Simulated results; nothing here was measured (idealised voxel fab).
The document below concerns the process module designated voxel ribs on slabs.
Pictured: cross-section cut, 265 nm wide, on a grid of 5 nm square cells.
In what follows, cross-sections appear as grids of square cells, described through bands that run from the top down, where every band is one or more rows of cells. For a band, the entry starts with two heights in nm, that of the top and then that of the bottom, and carries on with the band's materials in order from left to right, each alongside its width in nm; the word "throughout" beside a single material means it fills the band edge to edge, and "air" means empty space. Where do heights start? At 0: under that level the wafer as delivered is made of one material only. And the lowest band has no floor; it just carries on downward, as in "from 0 down". A width given as "30..40" starts at the first number in the band's top row and ends at the second number in its bottom row, shifting by an equal amount at every step from row to row. Given "all unchanged" for a step, no cell of the cross-section differs between before and after that step. "Entrapped voids" lists enclosed empty spaces (at least 8 cells, no open path upward to the top), each as width x height at distance from the left edge, in nm. Heads up: the bit after the settings on a step's line is the simulator's remark on that step. On any step carrying a mask, the "overlay nm" setting, if present on the step's line, tells how far right of its planned place the mask lay; negative values point to the left.
PLAN
1 RECEIVE: material Si
2 DIRECTIONAL_DEP: material SiO2, thk nm 20
3 DIRECTIONAL_DEP: material SiN, thk nm 25
4 DIRECTIONAL_DEP: material aC, thk nm 10
5 PATTERN: tone cover, mask id RIB, material resist, width nm 25, thk nm 25, overlay nm 0
6 DIRECTIONAL_ETCH: etch materials aC, depth nm 10
7 STRIP: etch materials resist
8 DIRECTIONAL_ETCH: etch materials SiN, depth nm 20
9 STRIP: etch materials aC
10 MASKED_ETCH: tone cover, mask id SLAB, width nm 75, etch materials SiN, depth nm 5, overlay nm 0
11 FILL_DEP: material SiO2, thk nm 15
12 CMP: height nm 55
13 DIRECTIONAL_DEP: material TiN, thk nm 5
14 MASKED_ETCH: tone cover, mask id HEATER, width nm 35, etch materials TiN, depth nm 5, overlay nm 0
15 CONFORMAL_DEP: material SiO2, thk nm 5
WAFER CROSS-SECTION ON RECEIPT, I.E. AFTER STEP 1
> from 0 down: Si throughout
> Entrapped voids: none
RESULT OF THE MODULE, CROSS-SECTIONED: START PER ABOVE, PLAN PER ABOVE, ONE ERROR IN HOW IT WAS RUN
> from 60 to 55: 115 nm air / 35 nm TiN / 115 nm air
> from 55 to 45: SiO2 throughout
> from 45 to 25: 120 nm SiO2 / 25 nm SiN / 120 nm SiO2
> from 25 to 20: 95 nm SiO2 / 75 nm SiN / 95 nm SiO2
> from 20 to 0: SiO2 throughout
> from 0 down: Si throughout
> Entrapped voids: none
Misprocessing identified: no execution of plan step 15; skipped
